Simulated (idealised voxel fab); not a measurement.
Process module in this document: voxel ribs on slabs
Each square cell in cross-section cut measures 5 nm, and the section as a whole is 185 nm wide.
Cross-section, as written here: a square-cell grid given band by band from the top down, where a band holds one or more rows of cells.
A band entry consists of two parts. The first gives the height of the band's top and the height of its bottom, in nm. The rest lists the band's materials from left to right, each with its width in nm. A single material labelled with the word "edge to edge" fills the band from edge to edge, and the word "air" marks empty space.
Height 0 is the level under which the wafer as received is all one material. The lowest band goes on downwards, as in "0 and below".
Read "30->40" as a graded width: first number on top, second number at the bottom, same change between each pair of neighbouring rows.
Take "no modification" at face value: in the step it is given for, the cross-section changed in none of its cells.
"Enclosed void catalog" - sealed voids, min. 8 cells, no opening to top; format: width x height at distance (distance from left edge; nm throughout).
Note: text after step settings on the step line = simulator remark on that step.
"overlay nm" answers the question of how far to the right of plan the mask lay on a step that has a mask, and when it is negative the answer is to the left.

**Planned step list for the process**
1. RECEIVE, material Si
2. DIRECTIONAL_DEP, material SiO2, thk nm 25
3. DIRECTIONAL_DEP, material SiN, thk nm 15
4. PATTERN, tone cover, mask id RIB, material resist, width nm 30, thk nm 15, overlay nm 0
5. DIRECTIONAL_ETCH, etch materials SiN, depth nm 5
6. STRIP, etch materials resist
7. DIRECTIONAL_DEP, material aC, thk nm 10
8. PATTERN, tone cover, mask id SLAB, material resist, width nm 60, thk nm 25, overlay nm 0
9. DIRECTIONAL_ETCH, etch materials aC, depth nm 10
10. STRIP, etch materials resist
11. DIRECTIONAL_ETCH, etch materials SiN, depth nm 10
12. STRIP, etch materials aC
13. FILL_DEP, material SiO2, thk nm 25
14. CMP, height nm 60
15. DIRECTIONAL_DEP, material W, thk nm 5
16. PATTERN, tone cover, mask id HEATER, material resist, width nm 40, thk nm 15, overlay nm 0
17. DIRECTIONAL_ETCH, etch materials W, depth nm 5
18. STRIP, etch materials resist
19. CONFORMAL_DEP, material SiN, thk nm 10

**Wafer, first of two, run as planned**

**Cross-section of the incoming wafer, state after step 1**
    0 and below = Si edge to edge
    Enclosed void catalog: none

**Presented here is a cross-section of the wafer after step 2 has been performed**
    25 down to 0 = SiO2 edge to edge
    Lower than 0, everything is as it was.

**Presented here is a cross-section of the wafer after step 3 has been performed**
    40 down to 25 = SiN edge to edge
    Lower than 25, everything is as it was.

**Presented here is a cross-section of the wafer after step 4 has been performed**
    55 down to 40 = air (75), then resist (30), then air (80)
    Lower than 40, everything is as it was.

**Presented here is a cross-section of the wafer after step 5 has been performed**
    55 down to 40 = air (75), then resist (30), then air (80)
    40 down to 35 = air (75), then SiN (30), then air (80)
    Lower than 35, everything is as it was.

**Presented here is a cross-section of the wafer after step 6 has been performed**
    40 down to 35 = air (75), then SiN (30), then air (80)
    Lower than 35, everything is as it was.

**Presented here is a cross-section of the wafer after step 7 has been performed**
    50 down to 45 = air (75), then aC (30), then air (80)
    45 down to 40 = aC edge to edge
    40 down to 35 = aC (75), then SiN (30), then aC (80)
    Lower than 35, everything is as it was.

**Presented here is a cross-section of the wafer after step 8 has been performed**
    75 down to 50 = air (60), then resist (60), then air (65)
    50 down to 45 = air (60), then resist (15), then aC (30), then resist (15), then air (65)
    Lower than 45, everything is as it was.

**Presented here is a cross-section of the wafer after step 9 has been performed**
    65 down to 50 = air (60), then resist (60), then air (65)
    50 down to 45 = air (60), then resist (15), then aC (30), then resist (15), then air (65)
    45 down to 40 = air (60), then aC (60), then air (65)
    40 down to 35 = air (60), then aC (15), then SiN (30), then aC (15), then air (65)
    Lower than 35, everything is as it was.

**Presented here is a cross-section of the wafer after step 10 has been performed**
    50 down to 40 = air (75->60), then aC (30->60), then air (80->65)
    Lower than 40, everything is as it was.

**Presented here is a cross-section of the wafer after step 11 has been performed**
    50 down to 40 = air (75->60), then aC (30->60), then air (80->65)
    40 down to 35 = air (60), then aC (15), then SiN (30), then aC (15), then air (65)
    35 down to 25 = air (60), then SiN (60), then air (65)
    Lower than 25, everything is as it was.

**Presented here is a cross-section of the wafer after step 12 has been performed**
    40 down to 35 = air (75), then SiN (30), then air (80)
    Lower than 35, everything is as it was.

**Presented here is a cross-section of the wafer after step 13 has been performed**
    65 down to 40 = SiO2 edge to edge
    40 down to 35 = SiO2 (75), then SiN (30), then SiO2 (80)
    35 down to 25 = SiO2 (60), then SiN (60), then SiO2 (65)
    Lower than 25, everything is as it was.

**Presented here is a cross-section of the wafer after step 14 has been performed**
    60 down to 40 = SiO2 edge to edge
    Lower than 40, everything is as it was.

**Presented here is a cross-section of the wafer after step 15 has been performed**
    65 down to 60 = W edge to edge
    Lower than 60, everything is as it was.

**Presented here is a cross-section of the wafer after step 16 has been performed**
    80 down to 65 = air (70), then resist (40), then air (75)
    Lower than 65, everything is as it was.

**Presented here is a cross-section of the wafer after step 17 has been performed**
    80 down to 65 = air (70), then resist (40), then air (75)
    65 down to 60 = air (70), then W (40), then air (75)
    Lower than 60, everything is as it was.

**Presented here is a cross-section of the wafer after step 18 has been performed**
    65 down to 60 = air (70), then W (40), then air (75)
    Lower than 60, everything is as it was.

**Presented here is a cross-section of the wafer after step 19 has been performed**
    75 down to 70 = air (60), then SiN (60), then air (65)
    70 down to 65 = SiN edge to edge
    65 down to 60 = SiN (70), then W (40), then SiN (75)
    Lower than 60, everything is as it was.

**Regarding the second of the two wafers: it shared the first wafer's starting condition and process plan, yet one error occurred during its execution. Its history coincides with that of the first wafer up to and including step 18**

**Cross-section: second wafer, time at which step 19 was scheduled to end**
    80 down to 75 = air (55), then SiN (70), then air (60)
    75 down to 65 = SiN edge to edge
    65 down to 60 = SiN (70), then W (40), then SiN (75)
    Lower than 60, everything is as it was.
Deviation from plan: so step 19 ended up running with a different setting than we planned, it ran as CONFORMAL_DEP, material SiN, thk nm 15
Per the end-of-run cell counts, the second wafer holds more or fewer of some materials than the first: SiN: 39 more
